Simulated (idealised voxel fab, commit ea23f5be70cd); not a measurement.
process module | voxel transistor to metal
cross-section cut | 260 nm wide | cells 5 nm
A cross-section is a grid of square cells, given in bands from the top down. A band is one or more rows of cells.
Each band's line starts with the height of the band's top and of its bottom, in nm. Then come its materials from left to right, each with its width in nm. One material with "throughout" fills the band from edge to edge. "air" is empty space.
Height 0 is the level under which the wafer as received is all one material. The lowest band goes on downwards, as in "0 down".
A width such as "30 to 40" changes by the same amount from each row of cells to the next, from the band's top row to its bottom row.
"no change" after a step means that no cell of the cross-section changed.
closed voids: empty space of 8 cells or more with no open way to the top, each as width x height at its distance from the left edge, in nm
after a step's settings: what the simulator itself notes on the step
overlay nm, on a step with a mask: how far to the right of its planned place the mask lay; to the left if negative
plan
1 op RECEIVE | material Si
2 op OXIDIZE | depth nm 5
3 op CONFORMAL_DEP | material SiN | thk nm 15
4 op DIRECTIONAL_DEP | material aC | thk nm 10
5 op PATTERN | tone cover | mask id ACTIVE | material resist | width nm 100 | pitch nm 125 | thk nm 30 | overlay nm 0
6 op DIRECTIONAL_ETCH | etch materials aC | depth nm 10
7 op STRIP | etch materials resist
8 op DIRECTIONAL_ETCH | etch materials SiN | depth nm 15
9 op DIRECTIONAL_ETCH | etch materials SiO2 | depth nm 5
10 op DIRECTIONAL_ETCH | etch materials Si | depth nm 25
11 op STRIP | etch materials aC
12 op OXIDIZE | depth nm 5
13 op FILL_DEP | material SiO2 | thk nm 5
14 op CMP | height nm 15
15 op SELECTIVE_ETCH | etch materials SiO2 | depth nm 10
16 op STRIP | etch materials SiN
17 op SELECTIVE_ETCH | etch materials SiO2 | depth nm 5
18 op OXIDIZE | depth nm 5
19 op DIRECTIONAL_DEP | material polySi | thk nm 20
20 op DIRECTIONAL_DEP | material SiCN | thk nm 10
21 op DIRECTIONAL_DEP | material aC | thk nm 15
22 op PATTERN | tone cover | mask id GATE | material resist | width nm 20 | pitch nm 125 | thk nm 30 | overlay nm 0
23 op DIRECTIONAL_ETCH | etch materials aC | depth nm 15
24 op STRIP | etch materials resist
25 op DIRECTIONAL_ETCH | etch materials SiCN | depth nm 20
26 op DIRECTIONAL_ETCH | etch materials polySi | depth nm 30
27 op STRIP | etch materials aC
28 op CONFORMAL_DEP | material SiO2 | thk nm 5
29 op DIRECTIONAL_ETCH | etch materials SiO2 | depth nm 5
30 op CONFORMAL_DEP | material SiN | thk nm 5
31 op DIRECTIONAL_ETCH | etch materials SiN | depth nm 5
32 op DIRECTIONAL_ETCH | etch materials SiO2 | depth nm 5
33 op DIRECTIONAL_ETCH | etch materials Si | depth nm 15
34 op EPI | material nSi | thk nm 20
35 op FILL_DEP | material SiO2 | thk nm 10
36 op CMP | height nm 25
37 op DIRECTIONAL_DEP | material SiO2 | thk nm 10
38 op DIRECTIONAL_DEP | material aC | thk nm 10
39 op PATTERN | tone open | mask id CONTACT | material resist | width nm 20 | thk nm 30 | overlay nm 0
40 op DIRECTIONAL_ETCH | etch materials aC | depth nm 10
41 op STRIP | etch materials resist
42 op DIRECTIONAL_ETCH | etch materials SiO2 | depth nm 40
43 op STRIP | etch materials aC
44 op CONFORMAL_DEP | material TiN | thk nm 5
45 op FILL_DEP | material W | thk nm 5
46 op CMP | height nm 35
47 op DIRECTIONAL_DEP | material TiN | thk nm 5
48 op DIRECTIONAL_DEP | material W | thk nm 25
49 op MASKED_ETCH | tone cover | mask id METAL_1 | width nm 20 | etch materials W | depth nm 25 | overlay nm 0
50 op MASKED_ETCH | tone cover | mask id METAL_1 | width nm 20 | etch materials TiN | depth nm 5 | overlay nm 0
51 op FILL_DEP | material SiO2 | thk nm 10
52 op CMP | height nm 65
53 op CONFORMAL_DEP | material SiCN | thk nm 5
first wafer, as planned
as received, after step 1
  0 down: Si throughout
  closed voids: none
after step 2
  0 to -5: SiO2 throughout
  below -5: unchanged
after step 3
  15 to 0: SiN throughout
  below 0: unchanged
after step 4
  25 to 15: aC throughout
  below 15: unchanged
after step 5
  55 to 25: air 15 | resist 100 | air 25 | resist 100 | air 20
  below 25: unchanged
after step 6
  45 to 25: air 15 | resist 100 | air 25 | resist 100 | air 20
  25 to 15: air 15 | aC 100 | air 25 | aC 100 | air 20
  below 15: unchanged
after step 7
  25 to 15: air 15 | aC 100 | air 25 | aC 100 | air 20
  below 15: unchanged
after step 8
  25 to 15: air 15 | aC 100 | air 25 | aC 100 | air 20
  15 to 0: air 15 | SiN 100 | air 25 | SiN 100 | air 20
  below 0: unchanged
after step 9
  25 to 15: air 15 | aC 100 | air 25 | aC 100 | air 20
  15 to 0: air 15 | SiN 100 | air 25 | SiN 100 | air 20
  0 to -5: air 15 | SiO2 100 | air 25 | SiO2 100 | air 20
  below -5: unchanged
after step 10
  25 to 15: air 15 | aC 100 | air 25 | aC 100 | air 20
  15 to 0: air 15 | SiN 100 | air 25 | SiN 100 | air 20
  0 to -5: air 15 | SiO2 100 | air 25 | SiO2 100 | air 20
  -5 to -30: air 15 | Si 100 | air 25 | Si 100 | air 20
  below -30: unchanged
after step 11
  15 to 0: air 15 | SiN 100 | air 25 | SiN 100 | air 20
  below 0: unchanged
after step 12
  15 to 0: air 15 | SiN 100 | air 25 | SiN 100 | air 20
  0 to -5: air 15 | SiO2 100 | air 25 | SiO2 100 | air 20
  -5 to -30: air 15 | SiO2 5 | Si 90 | SiO2 5 | air 25 | SiO2 5 | Si 90 | SiO2 5 | air 20
  -30 to -35: SiO2 20 | Si 90 | SiO2 35 | Si 90 | SiO2 25
  below -35: unchanged
after step 13
  20 to 15: SiO2 throughout
  15 to 0: SiO2 15 | SiN 100 | SiO2 25 | SiN 100 | SiO2 20
  0 to -5: SiO2 throughout
  -5 to -35: SiO2 20 | Si 90 | SiO2 35 | Si 90 | SiO2 25
  below -35: unchanged
after step 14
  15 to 0: SiO2 15 | SiN 100 | SiO2 25 | SiN 100 | SiO2 20
  below 0: unchanged
after step 15
  15 to 5: air 15 | SiN 100 | air 25 | SiN 100 | air 20
  below 5: unchanged
after step 16
  5 to 0: SiO2 15 | air 100 | SiO2 25 | air 100 | SiO2 20
  below 0: unchanged
after step 17
  0 to -5: SiO2 10 | air 110 | SiO2 15 | air 110 | SiO2 15
  below -5: unchanged
after step 18
  0 to -5: SiO2 10 | air 110 | SiO2 15 | air 110 | SiO2 15
  -5 to -10: SiO2 throughout
  below -10: unchanged
after step 19
  20 to 15: polySi 10 | air 110 | polySi 15 | air 110 | polySi 15
  15 to 0: polySi throughout
  0 to -5: SiO2 10 | polySi 110 | SiO2 15 | polySi 110 | SiO2 15
  below -5: unchanged
after step 20
  30 to 25: SiCN 10 | air 110 | SiCN 15 | air 110 | SiCN 15
  25 to 20: SiCN throughout
  20 to 15: polySi 10 | SiCN 110 | polySi 15 | SiCN 110 | polySi 15
  below 15: unchanged
after step 21
  45 to 40: aC 10 | air 110 | aC 15 | air 110 | aC 15
  40 to 30: aC throughout
  30 to 25: SiCN 10 | aC 110 | SiCN 15 | aC 110 | SiCN 15
  below 25: unchanged
after step 22
  75 to 45: air 55 | resist 20 | air 105 | resist 20 | air 60
  45 to 40: aC 10 | air 45 | resist 20 | air 45 | aC 15 | air 45 | resist 20 | air 45 | aC 15
  below 40: unchanged
after step 23
  60 to 40: air 55 | resist 20 | air 105 | resist 20 | air 60
  40 to 30: air 55 | aC 20 | air 105 | aC 20 | air 60
  30 to 25: SiCN 10 | air 45 | aC 20 | air 45 | SiCN 15 | air 45 | aC 20 | air 45 | SiCN 15
  below 25: unchanged
after step 24
  40 to 30: air 55 | aC 20 | air 105 | aC 20 | air 60
  below 30: unchanged
after step 25
  40 to 25: air 55 | aC 20 | air 105 | aC 20 | air 60
  25 to 20: air 55 | SiCN 20 | air 105 | SiCN 20 | air 60
  20 to 15: polySi 10 | air 45 | SiCN 20 | air 45 | polySi 15 | air 45 | SiCN 20 | air 45 | polySi 15
  below 15: unchanged
after step 26
  40 to 25: air 55 | aC 20 | air 105 | aC 20 | air 60
  25 to 15: air 55 | SiCN 20 | air 105 | SiCN 20 | air 60
  15 to 0: air 55 | polySi 20 | air 105 | polySi 20 | air 60
  0 to -5: SiO2 10 | air 45 | polySi 20 | air 45 | SiO2 15 | air 45 | polySi 20 | air 45 | SiO2 15
  below -5: unchanged
after step 27
  25 to 15: air 55 | SiCN 20 | air 105 | SiCN 20 | air 60
  below 15: unchanged
after step 28
  30 to 25: air 50 | SiO2 30 | air 95 | SiO2 30 | air 55
  25 to 15: air 50 | SiO2 5 | SiCN 20 | SiO2 5 | air 95 | SiO2 5 | SiCN 20 | SiO2 5 | air 55
  15 to 5: air 50 | SiO2 5 | polySi 20 | SiO2 5 | air 95 | SiO2 5 | polySi 20 | SiO2 5 | air 55
  5 to 0: SiO2 15 | air 35 | SiO2 5 | polySi 20 | SiO2 5 | air 35 | SiO2 25 | air 35 | SiO2 5 | polySi 20 | SiO2 5 | air 35 | SiO2 20
  0 to -5: SiO2 55 | polySi 20 | SiO2 105 | polySi 20 | SiO2 60
  below -5: unchanged
after step 29
  25 to 15: air 50 | SiO2 5 | SiCN 20 | SiO2 5 | air 95 | SiO2 5 | SiCN 20 | SiO2 5 | air 55
  15 to 0: air 50 | SiO2 5 | polySi 20 | SiO2 5 | air 95 | SiO2 5 | polySi 20 | SiO2 5 | air 55
  0 to -5: SiO2 15 | air 35 | SiO2 5 | polySi 20 | SiO2 5 | air 35 | SiO2 25 | air 35 | SiO2 5 | polySi 20 | SiO2 5 | air 35 | SiO2 20
  below -5: unchanged
after step 30
  30 to 25: air 45 | SiN 40 | air 85 | SiN 40 | air 50
  25 to 15: air 45 | SiN 5 | SiO2 5 | SiCN 20 | SiO2 5 | SiN 5 | air 85 | SiN 5 | SiO2 5 | SiCN 20 | SiO2 5 | SiN 5 | air 50
  15 to 5: air 45 | SiN 5 | SiO2 5 | polySi 20 | SiO2 5 | SiN 5 | air 85 | SiN 5 | SiO2 5 | polySi 20 | SiO2 5 | SiN 5 | air 50
  5 to 0: SiN 20 | air 25 | SiN 5 | SiO2 5 | polySi 20 | SiO2 5 | SiN 5 | air 25 | SiN 35 | air 25 | SiN 5 | SiO2 5 | polySi 20 | SiO2 5 | SiN 5 | air 25 | SiN 25
  0 to -5: SiO2 15 | SiN 35 | SiO2 5 | polySi 20 | SiO2 5 | SiN 35 | SiO2 25 | SiN 35 | SiO2 5 | polySi 20 | SiO2 5 | SiN 35 | SiO2 20
  below -5: unchanged
after step 31
  25 to 15: air 45 | SiN 5 | SiO2 5 | SiCN 20 | SiO2 5 | SiN 5 | air 85 | SiN 5 | SiO2 5 | SiCN 20 | SiO2 5 | SiN 5 | air 50
  15 to 0: air 45 | SiN 5 | SiO2 5 | polySi 20 | SiO2 5 | SiN 5 | air 85 | SiN 5 | SiO2 5 | polySi 20 | SiO2 5 | SiN 5 | air 50
  0 to -5: SiO2 15 | SiN 5 | air 25 | SiN 5 | SiO2 5 | polySi 20 | SiO2 5 | SiN 5 | air 25 | SiN 5 | SiO2 25 | SiN 5 | air 25 | SiN 5 | SiO2 5 | polySi 20 | SiO2 5 | SiN 5 | air 25 | SiN 5 | SiO2 20
  below -5: unchanged
after step 32
  25 to 20: air 45 | SiN 5 | air 5 | SiCN 20 | air 5 | SiN 5 | air 85 | SiN 5 | air 5 | SiCN 20 | air 5 | SiN 5 | air 50
  20 to 15: air 45 | SiN 5 | SiO2 5 | SiCN 20 | SiO2 5 | SiN 5 | air 85 | SiN 5 | SiO2 5 | SiCN 20 | SiO2 5 | SiN 5 | air 50
  15 to 0: air 45 | SiN 5 | SiO2 5 | polySi 20 | SiO2 5 | SiN 5 | air 85 | SiN 5 | SiO2 5 | polySi 20 | SiO2 5 | SiN 5 | air 50
  0 to -5: air 15 | SiN 5 | air 25 | SiN 5 | SiO2 5 | polySi 20 | SiO2 5 | SiN 5 | air 25 | SiN 5 | air 25 | SiN 5 | air 25 | SiN 5 | SiO2 5 | polySi 20 | SiO2 5 | SiN 5 | air 25 | SiN 5 | air 20
  -5 to -10: SiO2 20 | air 25 | SiO2 40 | air 25 | SiO2 35 | air 25 | SiO2 40 | air 25 | SiO2 25
  below -10: unchanged
after step 33
  25 to 20: air 45 | SiN 5 | air 5 | SiCN 20 | air 5 | SiN 5 | air 85 | SiN 5 | air 5 | SiCN 20 | air 5 | SiN 5 | air 50
  20 to 15: air 45 | SiN 5 | SiO2 5 | SiCN 20 | SiO2 5 | SiN 5 | air 85 | SiN 5 | SiO2 5 | SiCN 20 | SiO2 5 | SiN 5 | air 50
  15 to 0: air 45 | SiN 5 | SiO2 5 | polySi 20 | SiO2 5 | SiN 5 | air 85 | SiN 5 | SiO2 5 | polySi 20 | SiO2 5 | SiN 5 | air 50
  0 to -5: air 15 | SiN 5 | air 25 | SiN 5 | SiO2 5 | polySi 20 | SiO2 5 | SiN 5 | air 25 | SiN 5 | air 25 | SiN 5 | air 25 | SiN 5 | SiO2 5 | polySi 20 | SiO2 5 | SiN 5 | air 25 | SiN 5 | air 20
  -5 to -10: SiO2 20 | air 25 | SiO2 40 | air 25 | SiO2 35 | air 25 | SiO2 40 | air 25 | SiO2 25
  -10 to -25: SiO2 20 | air 25 | Si 40 | air 25 | SiO2 35 | air 25 | Si 40 | air 25 | SiO2 25
  below -25: unchanged
after step 34
  25 to 20: air 45 | SiN 5 | air 5 | SiCN 20 | air 5 | SiN 5 | air 85 | SiN 5 | air 5 | SiCN 20 | air 5 | SiN 5 | air 50
  20 to 15: air 45 | SiN 5 | SiO2 5 | SiCN 20 | SiO2 5 | SiN 5 | air 85 | SiN 5 | SiO2 5 | SiCN 20 | SiO2 5 | SiN 5 | air 50
  15 to 10: air 45 | SiN 5 | SiO2 5 | polySi 20 | SiO2 5 | SiN 5 | air 85 | SiN 5 | SiO2 5 | polySi 20 | SiO2 5 | SiN 5 | air 50
  10 to 0: air 25 | nSi 20 | SiN 5 | SiO2 5 | polySi 20 | SiO2 5 | SiN 5 | nSi 20 | air 45 | nSi 20 | SiN 5 | SiO2 5 | polySi 20 | SiO2 5 | SiN 5 | nSi 20 | air 30
  0 to -5: air 15 | SiN 5 | air 5 | nSi 20 | SiN 5 | SiO2 5 | polySi 20 | SiO2 5 | SiN 5 | nSi 20 | air 5 | SiN 5 | air 25 | SiN 5 | air 5 | nSi 20 | SiN 5 | SiO2 5 | polySi 20 | SiO2 5 | SiN 5 | nSi 20 | air 5 | SiN 5 | air 20
  -5 to -10: SiO2 20 | nSi 25 | SiO2 40 | nSi 25 | SiO2 35 | nSi 25 | SiO2 40 | nSi 25 | SiO2 25
  -10 to -25: SiO2 20 | nSi 25 | Si 40 | nSi 25 | SiO2 35 | nSi 25 | Si 40 | nSi 25 | SiO2 25
  below -25: unchanged
after step 35
  35 to 25: SiO2 throughout
  25 to 15: SiO2 45 | SiN 5 | SiO2 5 | SiCN 20 | SiO2 5 | SiN 5 | SiO2 85 | SiN 5 | SiO2 5 | SiCN 20 | SiO2 5 | SiN 5 | SiO2 50
  15 to 10: SiO2 45 | SiN 5 | SiO2 5 | polySi 20 | SiO2 5 | SiN 5 | SiO2 85 | SiN 5 | SiO2 5 | polySi 20 | SiO2 5 | SiN 5 | SiO2 50
  10 to 0: SiO2 25 | nSi 20 | SiN 5 | SiO2 5 | polySi 20 | SiO2 5 | SiN 5 | nSi 20 | SiO2 45 | nSi 20 | SiN 5 | SiO2 5 | polySi 20 | SiO2 5 | SiN 5 | nSi 20 | SiO2 30
  0 to -5: SiO2 15 | SiN 5 | SiO2 5 | nSi 20 | SiN 5 | SiO2 5 | polySi 20 | SiO2 5 | SiN 5 | nSi 20 | SiO2 5 | SiN 5 | SiO2 25 | SiN 5 | SiO2 5 | nSi 20 | SiN 5 | SiO2 5 | polySi 20 | SiO2 5 | SiN 5 | nSi 20 | SiO2 5 | SiN 5 | SiO2 20
  below -5: unchanged
after step 36
  25 to 15: SiO2 45 | SiN 5 | SiO2 5 | SiCN 20 | SiO2 5 | SiN 5 | SiO2 85 | SiN 5 | SiO2 5 | SiCN 20 | SiO2 5 | SiN 5 | SiO2 50
  below 15: unchanged
after step 37
  35 to 25: SiO2 throughout
  below 25: unchanged
after step 38
  45 to 35: aC throughout
  below 35: unchanged
after step 39
  75 to 45: resist 20 | air 20 | resist 50 | air 20 | resist 35 | air 20 | resist 50 | air 20 | resist 25
  below 45: unchanged
after step 40
  65 to 45: resist 20 | air 20 | resist 50 | air 20 | resist 35 | air 20 | resist 50 | air 20 | resist 25
  45 to 35: aC 20 | air 20 | aC 50 | air 20 | aC 35 | air 20 | aC 50 | air 20 | aC 25
  below 35: unchanged
after step 41
  45 to 35: aC 20 | air 20 | aC 50 | air 20 | aC 35 | air 20 | aC 50 | air 20 | aC 25
  below 35: unchanged
after step 42
  45 to 35: aC 20 | air 20 | aC 50 | air 20 | aC 35 | air 20 | aC 50 | air 20 | aC 25
  35 to 25: SiO2 20 | air 20 | SiO2 50 | air 20 | SiO2 35 | air 20 | SiO2 50 | air 20 | SiO2 25
  25 to 15: SiO2 20 | air 20 | SiO2 5 | SiN 5 | SiO2 5 | SiCN 20 | SiO2 5 | SiN 5 | SiO2 5 | air 20 | SiO2 35 | air 20 | SiO2 5 | SiN 5 | SiO2 5 | SiCN 20 | SiO2 5 | SiN 5 | SiO2 5 | air 20 | SiO2 25
  15 to 10: SiO2 20 | air 20 | SiO2 5 | SiN 5 | SiO2 5 | polySi 20 | SiO2 5 | SiN 5 | SiO2 5 | air 20 | SiO2 35 | air 20 | SiO2 5 | SiN 5 | SiO2 5 | polySi 20 | SiO2 5 | SiN 5 | SiO2 5 | air 20 | SiO2 25
  10 to 0: SiO2 20 | air 5 | nSi 20 | SiN 5 | SiO2 5 | polySi 20 | SiO2 5 | SiN 5 | nSi 20 | air 5 | SiO2 35 | air 5 | nSi 20 | SiN 5 | SiO2 5 | polySi 20 | SiO2 5 | SiN 5 | nSi 20 | air 5 | SiO2 25
  0 to -5: SiO2 15 | SiN 5 | air 5 | nSi 20 | SiN 5 | SiO2 5 | polySi 20 | SiO2 5 | SiN 5 | nSi 20 | air 5 | SiN 5 | SiO2 25 | SiN 5 | air 5 | nSi 20 | SiN 5 | SiO2 5 | polySi 20 | SiO2 5 | SiN 5 | nSi 20 | air 5 | SiN 5 | SiO2 20
  below -5: unchanged
after step 43
  35 to 25: SiO2 20 | air 20 | SiO2 50 | air 20 | SiO2 35 | air 20 | SiO2 50 | air 20 | SiO2 25
  below 25: unchanged
after step 44
  40 to 35: TiN 25 | air 10 | TiN 60 | air 10 | TiN 45 | air 10 | TiN 60 | air 10 | TiN 30
  35 to 25: SiO2 20 | TiN 5 | air 10 | TiN 5 | SiO2 50 | TiN 5 | air 10 | TiN 5 | SiO2 35 | TiN 5 | air 10 | TiN 5 | SiO2 50 | TiN 5 | air 10 | TiN 5 | SiO2 25
  25 to 15: SiO2 20 | TiN 5 | air 10 | TiN 5 | SiO2 5 | SiN 5 | SiO2 5 | SiCN 20 | SiO2 5 | SiN 5 | SiO2 5 | TiN 5 | air 10 | TiN 5 | SiO2 35 | TiN 5 | air 10 | TiN 5 | SiO2 5 | SiN 5 | SiO2 5 | SiCN 20 | SiO2 5 | SiN 5 | SiO2 5 | TiN 5 | air 10 | TiN 5 | SiO2 25
  15 to 10: SiO2 20 | TiN 20 | SiO2 5 | SiN 5 | SiO2 5 | polySi 20 | SiO2 5 | SiN 5 | SiO2 5 | TiN 20 | SiO2 35 | TiN 20 | SiO2 5 | SiN 5 | SiO2 5 | polySi 20 | SiO2 5 | SiN 5 | SiO2 5 | TiN 20 | SiO2 25
  10 to 0: SiO2 20 | TiN 5 | nSi 20 | SiN 5 | SiO2 5 | polySi 20 | SiO2 5 | SiN 5 | nSi 20 | TiN 5 | SiO2 35 | TiN 5 | nSi 20 | SiN 5 | SiO2 5 | polySi 20 | SiO2 5 | SiN 5 | nSi 20 | TiN 5 | SiO2 25
  0 to -5: SiO2 15 | SiN 5 | TiN 5 | nSi 20 | SiN 5 | SiO2 5 | polySi 20 | SiO2 5 | SiN 5 | nSi 20 | TiN 5 | SiN 5 | SiO2 25 | SiN 5 | TiN 5 | nSi 20 | SiN 5 | SiO2 5 | polySi 20 | SiO2 5 | SiN 5 | nSi 20 | TiN 5 | SiN 5 | SiO2 20
  below -5: unchanged
after step 45
  45 to 40: W throughout
  40 to 35: TiN 25 | W 10 | TiN 60 | W 10 | TiN 45 | W 10 | TiN 60 | W 10 | TiN 30
  35 to 25: SiO2 20 | TiN 5 | W 10 | TiN 5 | SiO2 50 | TiN 5 | W 10 | TiN 5 | SiO2 35 | TiN 5 | W 10 | TiN 5 | SiO2 50 | TiN 5 | W 10 | TiN 5 | SiO2 25
  25 to 15: SiO2 20 | TiN 5 | W 10 | TiN 5 | SiO2 5 | SiN 5 | SiO2 5 | SiCN 20 | SiO2 5 | SiN 5 | SiO2 5 | TiN 5 | W 10 | TiN 5 | SiO2 35 | TiN 5 | W 10 | TiN 5 | SiO2 5 | SiN 5 | SiO2 5 | SiCN 20 | SiO2 5 | SiN 5 | SiO2 5 | TiN 5 | W 10 | TiN 5 | SiO2 25
  below 15: unchanged
after step 46
  35 to 25: SiO2 20 | TiN 5 | W 10 | TiN 5 | SiO2 50 | TiN 5 | W 10 | TiN 5 | SiO2 35 | TiN 5 | W 10 | TiN 5 | SiO2 50 | TiN 5 | W 10 | TiN 5 | SiO2 25
  below 25: unchanged
after step 47
  40 to 35: TiN throughout
  below 35: unchanged
after step 48
  65 to 40: W throughout
  below 40: unchanged
after step 49
  65 to 40: air 20 | W 20 | air 50 | W 20 | air 35 | W 20 | air 50 | W 20 | air 25
  below 40: unchanged
after step 50
  65 to 40: air 20 | W 20 | air 50 | W 20 | air 35 | W 20 | air 50 | W 20 | air 25
  40 to 35: air 20 | TiN 20 | air 50 | TiN 20 | air 35 | TiN 20 | air 50 | TiN 20 | air 25
  below 35: unchanged
after step 51
  75 to 65: SiO2 throughout
  65 to 40: SiO2 20 | W 20 | SiO2 50 | W 20 | SiO2 35 | W 20 | SiO2 50 | W 20 | SiO2 25
  40 to 35: SiO2 20 | TiN 20 | SiO2 50 | TiN 20 | SiO2 35 | TiN 20 | SiO2 50 | TiN 20 | SiO2 25
  below 35: unchanged
after step 52
  65 to 40: SiO2 20 | W 20 | SiO2 50 | W 20 | SiO2 35 | W 20 | SiO2 50 | W 20 | SiO2 25
  below 40: unchanged
after step 53
  70 to 65: SiCN throughout
  below 65: unchanged
second wafer: like start, like plan, one mistake. Through step 36 it matches the first wafer
when step 37 should have ended
  30 to 25: SiO2 throughout
  below 25: unchanged
when step 38 should have ended
  40 to 30: aC throughout
  below 30: unchanged
when step 39 should have ended
  70 to 40: resist 20 | air 20 | resist 50 | air 20 | resist 35 | air 20 | resist 50 | air 20 | resist 25
  below 40: unchanged
when step 40 should have ended
  60 to 40: resist 20 | air 20 | resist 50 | air 20 | resist 35 | air 20 | resist 50 | air 20 | resist 25
  40 to 30: aC 20 | air 20 | aC 50 | air 20 | aC 35 | air 20 | aC 50 | air 20 | aC 25
  below 30: unchanged
when step 41 should have ended
  40 to 30: aC 20 | air 20 | aC 50 | air 20 | aC 35 | air 20 | aC 50 | air 20 | aC 25
  below 30: unchanged
when step 42 should have ended
  40 to 30: aC 20 | air 20 | aC 50 | air 20 | aC 35 | air 20 | aC 50 | air 20 | aC 25
  30 to 25: SiO2 20 | air 20 | SiO2 50 | air 20 | SiO2 35 | air 20 | SiO2 50 | air 20 | SiO2 25
  25 to 15: SiO2 20 | air 20 | SiO2 5 | SiN 5 | SiO2 5 | SiCN 20 | SiO2 5 | SiN 5 | SiO2 5 | air 20 | SiO2 35 | air 20 | SiO2 5 | SiN 5 | SiO2 5 | SiCN 20 | SiO2 5 | SiN 5 | SiO2 5 | air 20 | SiO2 25
  15 to 10: SiO2 20 | air 20 | SiO2 5 | SiN 5 | SiO2 5 | polySi 20 | SiO2 5 | SiN 5 | SiO2 5 | air 20 | SiO2 35 | air 20 | SiO2 5 | SiN 5 | SiO2 5 | polySi 20 | SiO2 5 | SiN 5 | SiO2 5 | air 20 | SiO2 25
  10 to 0: SiO2 20 | air 5 | nSi 20 | SiN 5 | SiO2 5 | polySi 20 | SiO2 5 | SiN 5 | nSi 20 | air 5 | SiO2 35 | air 5 | nSi 20 | SiN 5 | SiO2 5 | polySi 20 | SiO2 5 | SiN 5 | nSi 20 | air 5 | SiO2 25
  0 to -5: SiO2 15 | SiN 5 | air 5 | nSi 20 | SiN 5 | SiO2 5 | polySi 20 | SiO2 5 | SiN 5 | nSi 20 | air 5 | SiN 5 | SiO2 25 | SiN 5 | air 5 | nSi 20 | SiN 5 | SiO2 5 | polySi 20 | SiO2 5 | SiN 5 | nSi 20 | air 5 | SiN 5 | SiO2 20
  below -5: unchanged
when step 43 should have ended
  30 to 25: SiO2 20 | air 20 | SiO2 50 | air 20 | SiO2 35 | air 20 | SiO2 50 | air 20 | SiO2 25
  below 25: unchanged
when step 44 should have ended
  35 to 30: TiN 25 | air 10 | TiN 60 | air 10 | TiN 45 | air 10 | TiN 60 | air 10 | TiN 30
  30 to 25: SiO2 20 | TiN 5 | air 10 | TiN 5 | SiO2 50 | TiN 5 | air 10 | TiN 5 | SiO2 35 | TiN 5 | air 10 | TiN 5 | SiO2 50 | TiN 5 | air 10 | TiN 5 | SiO2 25
  25 to 15: SiO2 20 | TiN 5 | air 10 | TiN 5 | SiO2 5 | SiN 5 | SiO2 5 | SiCN 20 | SiO2 5 | SiN 5 | SiO2 5 | TiN 5 | air 10 | TiN 5 | SiO2 35 | TiN 5 | air 10 | TiN 5 | SiO2 5 | SiN 5 | SiO2 5 | SiCN 20 | SiO2 5 | SiN 5 | SiO2 5 | TiN 5 | air 10 | TiN 5 | SiO2 25
  15 to 10: SiO2 20 | TiN 20 | SiO2 5 | SiN 5 | SiO2 5 | polySi 20 | SiO2 5 | SiN 5 | SiO2 5 | TiN 20 | SiO2 35 | TiN 20 | SiO2 5 | SiN 5 | SiO2 5 | polySi 20 | SiO2 5 | SiN 5 | SiO2 5 | TiN 20 | SiO2 25
  10 to 0: SiO2 20 | TiN 5 | nSi 20 | SiN 5 | SiO2 5 | polySi 20 | SiO2 5 | SiN 5 | nSi 20 | TiN 5 | SiO2 35 | TiN 5 | nSi 20 | SiN 5 | SiO2 5 | polySi 20 | SiO2 5 | SiN 5 | nSi 20 | TiN 5 | SiO2 25
  0 to -5: SiO2 15 | SiN 5 | TiN 5 | nSi 20 | SiN 5 | SiO2 5 | polySi 20 | SiO2 5 | SiN 5 | nSi 20 | TiN 5 | SiN 5 | SiO2 25 | SiN 5 | TiN 5 | nSi 20 | SiN 5 | SiO2 5 | polySi 20 | SiO2 5 | SiN 5 | nSi 20 | TiN 5 | SiN 5 | SiO2 20
  below -5: unchanged
when step 45 should have ended
  40 to 35: W throughout
  35 to 30: TiN 25 | W 10 | TiN 60 | W 10 | TiN 45 | W 10 | TiN 60 | W 10 | TiN 30
  30 to 25: SiO2 20 | TiN 5 | W 10 | TiN 5 | SiO2 50 | TiN 5 | W 10 | TiN 5 | SiO2 35 | TiN 5 | W 10 | TiN 5 | SiO2 50 | TiN 5 | W 10 | TiN 5 | SiO2 25
  25 to 15: SiO2 20 | TiN 5 | W 10 | TiN 5 | SiO2 5 | SiN 5 | SiO2 5 | SiCN 20 | SiO2 5 | SiN 5 | SiO2 5 | TiN 5 | W 10 | TiN 5 | SiO2 35 | TiN 5 | W 10 | TiN 5 | SiO2 5 | SiN 5 | SiO2 5 | SiCN 20 | SiO2 5 | SiN 5 | SiO2 5 | TiN 5 | W 10 | TiN 5 | SiO2 25
  below 15: unchanged
when step 46 should have ended
  35 to 30: TiN 25 | W 10 | TiN 60 | W 10 | TiN 45 | W 10 | TiN 60 | W 10 | TiN 30
  below 30: unchanged
when step 47 should have ended
  40 to 35: TiN throughout
  below 35: unchanged
when step 48 should have ended
  65 to 40: W throughout
  below 40: unchanged
when step 49 should have ended
  65 to 40: air 20 | W 20 | air 50 | W 20 | air 35 | W 20 | air 50 | W 20 | air 25
  below 40: unchanged
when step 50 should have ended
  65 to 40: air 20 | W 20 | air 50 | W 20 | air 35 | W 20 | air 50 | W 20 | air 25
  40 to 35: air 20 | TiN 20 | air 50 | TiN 20 | air 35 | TiN 20 | air 50 | TiN 20 | air 25
  below 35: unchanged
when step 51 should have ended
  75 to 65: SiO2 throughout
  65 to 40: SiO2 20 | W 20 | SiO2 50 | W 20 | SiO2 35 | W 20 | SiO2 50 | W 20 | SiO2 25
  40 to 35: SiO2 20 | TiN 20 | SiO2 50 | TiN 20 | SiO2 35 | TiN 20 | SiO2 50 | TiN 20 | SiO2 25
  below 35: unchanged
when step 52 should have ended
  65 to 40: SiO2 20 | W 20 | SiO2 50 | W 20 | SiO2 35 | W 20 | SiO2 50 | W 20 | SiO2 25
  below 40: unchanged
when step 53 should have ended
  70 to 65: SiCN throughout
  below 65: unchanged
what went wrong: step 37 ran as: op DIRECTIONAL_DEP | material SiO2 | thk nm 5
at the end the second wafer has, in cells: 36 fewer of SiO2 | 36 more of TiN
